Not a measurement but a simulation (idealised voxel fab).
This is a process module. Its name is voxel capacitor over wiring.
The cross-section on display is named cut; it measures 280 nm wide, and its cells are 5 nm squares.
Think of the cross-section as a grid of square cells. We describe it in bands, top to bottom, and each band covers one or more rows of those cells.
For a band, the entry starts with two heights in nm, that of the top and then that of the bottom, and carries on with the band's materials in order from left to right, each alongside its width in nm; the word "all across" beside a single material means it fills the band edge to edge, and "blank" means empty space.
Basically, 0 is our baseline, since under it the wafer straight out of the box is all one material. The bottom band has no lower end and keeps on going down, so it looks like "z 0 and below".
Quick explanation for "30->40": the width changes in equal steps down the rows of cells, from the first number in the band's top row to the second number in its bottom row.
"no change", as given for a step, is the statement that not any cell of the cross-section underwent a change during that step.
Look at "Sealed-off cavities" for the closed voids: empty spaces with no open path to the top, sized 8 cells or up. Each is width x height at distance, distance from the left edge, all nm.
Formally, on a step line, whatever follows the settings is a remark that the simulator itself makes on the step.
overlay nm: how far to the right of its planned place the mask lay on this masked step (negative: to the left).
## Set out below are the planned steps of the process
1 RECEIVE, material Si
2 CONFORMAL_DEP, material SiO2, thk nm 15
3 CONFORMAL_DEP, material SiCN, thk nm 5
4 DIRECTIONAL_DEP, material lowk, thk nm 25
5 PATTERN, tone open, mask id METAL_1, material resist, width nm 20, pitch nm 90, thk nm 15, overlay nm 0
6 DIRECTIONAL_ETCH, etch materials lowk, depth nm 25
7 DIRECTIONAL_ETCH, etch materials SiCN, depth nm 5
8 STRIP, etch materials resist
9 CONFORMAL_DEP, material TiN, thk nm 5
10 FILL_DEP, material W, thk nm 5
11 CMP, height nm 45
12 EPI, material Ru, thk nm 5
13 FILL_DEP, material SiCN, thk nm 5
14 DIRECTIONAL_DEP, material SiO2, thk nm 20
15 MASKED_ETCH, tone open, mask id PLUG_1, width nm 15, etch materials SiO2, depth nm 20, overlay nm 0
16 MASKED_ETCH, tone open, mask id PLUG_1, width nm 15, etch materials SiCN, depth nm 5, overlay nm 0
17 CONFORMAL_DEP, material TiN, thk nm 5
18 FILL_DEP, material W, thk nm 10
19 CMP, height nm 75
20 DIRECTIONAL_DEP, material TiN, thk nm 5
21 DIRECTIONAL_DEP, material SiN, thk nm 5
22 DIRECTIONAL_DEP, material TiN, thk nm 5
23 MASKED_ETCH, tone cover, mask id UPPER_PLATE, width nm 75, etch materials TiN, depth nm 5, overlay nm 0
24 MASKED_ETCH, tone cover, mask id UPPER_PLATE, width nm 75, etch materials SiN, depth nm 5, overlay nm 0
25 MASKED_ETCH, tone cover, mask id LOWER_PLATE, width nm 85, etch materials TiN, depth nm 5, overlay nm 0
26 FILL_DEP, material SiO2, thk nm 20
27 CMP, height nm 105
28 PATTERN, tone open, mask id PLUG_2, material resist, width nm 15, thk nm 15, overlay nm 0
29 DIRECTIONAL_ETCH, etch materials SiO2, depth nm 15
30 STRIP, etch materials resist
31 CONFORMAL_DEP, material TiN, thk nm 5
32 FILL_DEP, material W, thk nm 10
33 CMP, height nm 105
34 CONFORMAL_DEP, material SiN, thk nm 5
## First wafer of two (run as planned)
## As-received state of the wafer in cross-section, equivalent to post-step 1
* z 0 and below = Si all across
* Sealed-off cavities: none
## So this is the wafer cross-section right after step 2
* z 15 to 0 = SiO2 all across
* below 0: unchanged
## So this is the wafer cross-section right after step 3
* z 20 to 15 = SiCN all across
* below 15: unchanged
## So this is the wafer cross-section right after step 4
* z 45 to 20 = lowk all across
* below 20: unchanged
## So this is the wafer cross-section right after step 5
* z 60 to 45 = resist: 85 / blank: 20 / resist: 70 / blank: 20 / resist: 85
* below 45: unchanged
## So this is the wafer cross-section right after step 6
* z 60 to 45 = resist: 85 / blank: 20 / resist: 70 / blank: 20 / resist: 85
* z 45 to 20 = lowk: 85 / blank: 20 / lowk: 70 / blank: 20 / lowk: 85
* below 20: unchanged
## So this is the wafer cross-section right after step 7
* z 60 to 45 = resist: 85 / blank: 20 / resist: 70 / blank: 20 / resist: 85
* z 45 to 20 = lowk: 85 / blank: 20 / lowk: 70 / blank: 20 / lowk: 85
* z 20 to 15 = SiCN: 85 / blank: 20 / SiCN: 70 / blank: 20 / SiCN: 85
* below 15: unchanged
## So this is the wafer cross-section right after step 8
* z 45 to 20 = lowk: 85 / blank: 20 / lowk: 70 / blank: 20 / lowk: 85
* below 20: unchanged
## So this is the wafer cross-section right after step 9
* z 50 to 45 = TiN: 90 / blank: 10 / TiN: 80 / blank: 10 / TiN: 90
* z 45 to 20 = lowk: 85 / TiN: 5 / blank: 10 / TiN: 5 / lowk: 70 / TiN: 5 / blank: 10 / TiN: 5 / lowk: 85
* z 20 to 15 = SiCN: 85 / TiN: 20 / SiCN: 70 / TiN: 20 / SiCN: 85
* below 15: unchanged
## So this is the wafer cross-section right after step 10
* z 55 to 50 = W all across
* z 50 to 45 = TiN: 90 / W: 10 / TiN: 80 / W: 10 / TiN: 90
* z 45 to 20 = lowk: 85 / TiN: 5 / W: 10 / TiN: 5 / lowk: 70 / TiN: 5 / W: 10 / TiN: 5 / lowk: 85
* below 20: unchanged
## So this is the wafer cross-section right after step 11
* z 45 to 20 = lowk: 85 / TiN: 5 / W: 10 / TiN: 5 / lowk: 70 / TiN: 5 / W: 10 / TiN: 5 / lowk: 85
* below 20: unchanged
## So this is the wafer cross-section right after step 12
* z 50 to 45 = blank: 80 / Ru: 30 / blank: 60 / Ru: 30 / blank: 80
* below 45: unchanged
## So this is the wafer cross-section right after step 13
* z 55 to 50 = SiCN all across
* z 50 to 45 = SiCN: 80 / Ru: 30 / SiCN: 60 / Ru: 30 / SiCN: 80
* below 45: unchanged
## So this is the wafer cross-section right after step 14
* z 75 to 55 = SiO2 all across
* below 55: unchanged
## So this is the wafer cross-section right after step 15
* z 75 to 55 = SiO2: 90 / blank: 15 / SiO2: 175
* below 55: unchanged
## So this is the wafer cross-section right after step 16
* z 75 to 55 = SiO2: 90 / blank: 15 / SiO2: 175
* z 55 to 50 = SiCN: 90 / blank: 15 / SiCN: 175
* below 50: unchanged
## So this is the wafer cross-section right after step 17
* z 80 to 75 = TiN: 95 / blank: 5 / TiN: 180
* z 75 to 55 = SiO2: 90 / TiN: 5 / blank: 5 / TiN: 5 / SiO2: 175
* z 55 to 50 = SiCN: 90 / TiN: 15 / SiCN: 175
* below 50: unchanged
## So this is the wafer cross-section right after step 18
* z 90 to 80 = W all across
* z 80 to 75 = TiN: 95 / W: 5 / TiN: 180
* z 75 to 55 = SiO2: 90 / TiN: 5 / W: 5 / TiN: 5 / SiO2: 175
* below 55: unchanged
## So this is the wafer cross-section right after step 19
* z 75 to 55 = SiO2: 90 / TiN: 5 / W: 5 / TiN: 5 / SiO2: 175
* below 55: unchanged
## So this is the wafer cross-section right after step 20
* z 80 to 75 = TiN all across
* below 75: unchanged
## So this is the wafer cross-section right after step 21
* z 85 to 80 = SiN all across
* below 80: unchanged
## So this is the wafer cross-section right after step 22
* z 90 to 85 = TiN all across
* below 85: unchanged
## So this is the wafer cross-section right after step 23
* z 90 to 85 = blank: 90 / TiN: 75 / blank: 115
* below 85: unchanged
## So this is the wafer cross-section right after step 24
* z 90 to 85 = blank: 90 / TiN: 75 / blank: 115
* z 85 to 80 = blank: 90 / SiN: 75 / blank: 115
* below 80: unchanged
## So this is the wafer cross-section right after step 25
* z 90 to 85 = blank: 90 / TiN: 75 / blank: 115
* z 85 to 80 = blank: 90 / SiN: 75 / blank: 115
* z 80 to 75 = blank: 85 / TiN: 85 / blank: 110
* below 75: unchanged
## So this is the wafer cross-section right after step 26
* z 110 to 90 = SiO2 all across
* z 90 to 85 = SiO2: 90 / TiN: 75 / SiO2: 115
* z 85 to 80 = SiO2: 90 / SiN: 75 / SiO2: 115
* z 80 to 75 = SiO2: 85 / TiN: 85 / SiO2: 110
* below 75: unchanged
## So this is the wafer cross-section right after step 27
* z 105 to 90 = SiO2 all across
* below 90: unchanged
## So this is the wafer cross-section right after step 28
* z 120 to 105 = resist: 100 / blank: 15 / resist: 165
* below 105: unchanged
## So this is the wafer cross-section right after step 29
* z 120 to 105 = resist: 100 / blank: 15 / resist: 165
* z 105 to 90 = SiO2: 100 / blank: 15 / SiO2: 165
* below 90: unchanged
## So this is the wafer cross-section right after step 30
* z 105 to 90 = SiO2: 100 / blank: 15 / SiO2: 165
* below 90: unchanged
## So this is the wafer cross-section right after step 31
* z 110 to 105 = TiN: 105 / blank: 5 / TiN: 170
* z 105 to 95 = SiO2: 100 / TiN: 5 / blank: 5 / TiN: 5 / SiO2: 165
* z 95 to 85 = SiO2: 100->90 / TiN: 15->75 / SiO2: 165->115
* below 85: unchanged
## So this is the wafer cross-section right after step 32
* z 120 to 110 = W all across
* z 110 to 105 = TiN: 105 / W: 5 / TiN: 170
* z 105 to 95 = SiO2: 100 / TiN: 5 / W: 5 / TiN: 5 / SiO2: 165
* below 95: unchanged
## So this is the wafer cross-section right after step 33
* z 105 to 95 = SiO2: 100 / TiN: 5 / W: 5 / TiN: 5 / SiO2: 165
* below 95: unchanged
## So this is the wafer cross-section right after step 34
* z 110 to 105 = SiN all across
* below 105: unchanged
## second wafer: like start, like plan, one mistake. Through step 12 it matches the first wafer
Cross-sectional view of the second wafer at the intended end time of process step 13: no change
## Cross-sectional view of the second wafer at the intended end time of process step 14
* z 70 to 65 = blank: 80 / SiO2: 30 / blank: 60 / SiO2: 30 / blank: 80
* z 65 to 50 = SiO2 all across
* z 50 to 45 = SiO2: 80 / Ru: 30 / SiO2: 60 / Ru: 30 / SiO2: 80
* below 45: unchanged
## Cross-sectional view of the second wafer at the intended end time of process step 15
* z 70 to 65 = blank: 80 / SiO2: 10 / blank: 15 / SiO2: 5 / blank: 60 / SiO2: 30 / blank: 80
* z 65 to 50 = SiO2: 90 / blank: 15 / SiO2: 175
* below 50: unchanged
Cross-sectional view of the second wafer at the intended end time of process step 16: no change
## Cross-sectional view of the second wafer at the intended end time of process step 17
* z 75 to 70 = blank: 75 / TiN: 20 / blank: 5 / TiN: 15 / blank: 50 / TiN: 40 / blank: 75
* z 70 to 65 = TiN: 80 / SiO2: 10 / TiN: 5 / blank: 5 / TiN: 5 / SiO2: 5 / TiN: 60 / SiO2: 30 / TiN: 80
* z 65 to 55 = SiO2: 90 / TiN: 5 / blank: 5 / TiN: 5 / SiO2: 175
* z 55 to 50 = SiO2: 90 / TiN: 15 / SiO2: 175
* below 50: unchanged
## Cross-sectional view of the second wafer at the intended end time of process step 18
* z 85 to 75 = W all across
* z 75 to 70 = W: 75 / TiN: 20 / W: 5 / TiN: 15 / W: 50 / TiN: 40 / W: 75
* z 70 to 65 = TiN: 80 / SiO2: 10 / TiN: 5 / W: 5 / TiN: 5 / SiO2: 5 / TiN: 60 / SiO2: 30 / TiN: 80
* z 65 to 55 = SiO2: 90 / TiN: 5 / W: 5 / TiN: 5 / SiO2: 175
* below 55: unchanged
## Cross-sectional view of the second wafer at the intended end time of process step 19
* z 75 to 70 = W: 75 / TiN: 20 / W: 5 / TiN: 15 / W: 50 / TiN: 40 / W: 75
* below 70: unchanged
## Cross-sectional view of the second wafer at the intended end time of process step 20
* z 80 to 75 = TiN all across
* below 75: unchanged
## Cross-sectional view of the second wafer at the intended end time of process step 21
* z 85 to 80 = SiN all across
* below 80: unchanged
## Cross-sectional view of the second wafer at the intended end time of process step 22
* z 90 to 85 = TiN all across
* below 85: unchanged
## Cross-sectional view of the second wafer at the intended end time of process step 23
* z 90 to 85 = blank: 90 / TiN: 75 / blank: 115
* below 85: unchanged
## Cross-sectional view of the second wafer at the intended end time of process step 24
* z 90 to 85 = blank: 90 / TiN: 75 / blank: 115
* z 85 to 80 = blank: 90 / SiN: 75 / blank: 115
* below 80: unchanged
## Cross-sectional view of the second wafer at the intended end time of process step 25
* z 90 to 85 = blank: 90 / TiN: 75 / blank: 115
* z 85 to 80 = blank: 90 / SiN: 75 / blank: 115
* z 80 to 75 = blank: 85 / TiN: 85 / blank: 110
* below 75: unchanged
## Cross-sectional view of the second wafer at the intended end time of process step 26
* z 110 to 90 = SiO2 all across
* z 90 to 85 = SiO2: 90 / TiN: 75 / SiO2: 115
* z 85 to 80 = SiO2: 90 / SiN: 75 / SiO2: 115
* z 80 to 75 = SiO2: 85 / TiN: 85 / SiO2: 110
* below 75: unchanged
## Cross-sectional view of the second wafer at the intended end time of process step 27
* z 105 to 90 = SiO2 all across
* below 90: unchanged
## Cross-sectional view of the second wafer at the intended end time of process step 28
* z 120 to 105 = resist: 100 / blank: 15 / resist: 165
* below 105: unchanged
## Cross-sectional view of the second wafer at the intended end time of process step 29
* z 120 to 105 = resist: 100 / blank: 15 / resist: 165
* z 105 to 90 = SiO2: 100 / blank: 15 / SiO2: 165
* below 90: unchanged
## Cross-sectional view of the second wafer at the intended end time of process step 30
* z 105 to 90 = SiO2: 100 / blank: 15 / SiO2: 165
* below 90: unchanged
## Cross-sectional view of the second wafer at the intended end time of process step 31
* z 110 to 105 = TiN: 105 / blank: 5 / TiN: 170
* z 105 to 95 = SiO2: 100 / TiN: 5 / blank: 5 / TiN: 5 / SiO2: 165
* z 95 to 85 = SiO2: 100->90 / TiN: 15->75 / SiO2: 165->115
* below 85: unchanged
## Cross-sectional view of the second wafer at the intended end time of process step 32
* z 120 to 110 = W all across
* z 110 to 105 = TiN: 105 / W: 5 / TiN: 170
* z 105 to 95 = SiO2: 100 / TiN: 5 / W: 5 / TiN: 5 / SiO2: 165
* below 95: unchanged
## Cross-sectional view of the second wafer at the intended end time of process step 33
* z 105 to 95 = SiO2: 100 / TiN: 5 / W: 5 / TiN: 5 / SiO2: 165
* below 95: unchanged
## Cross-sectional view of the second wafer at the intended end time of process step 34
* z 110 to 105 = SiN all across
* below 105: unchanged
What broke from the plan during processing? yeah, step 13 of the plan got skipped, never ran
It is noted that, at the conclusion of processing, the second wafer exhibits a higher or lower cell count for certain materials relative to the first: SiCN -97, TiN +57, W +40
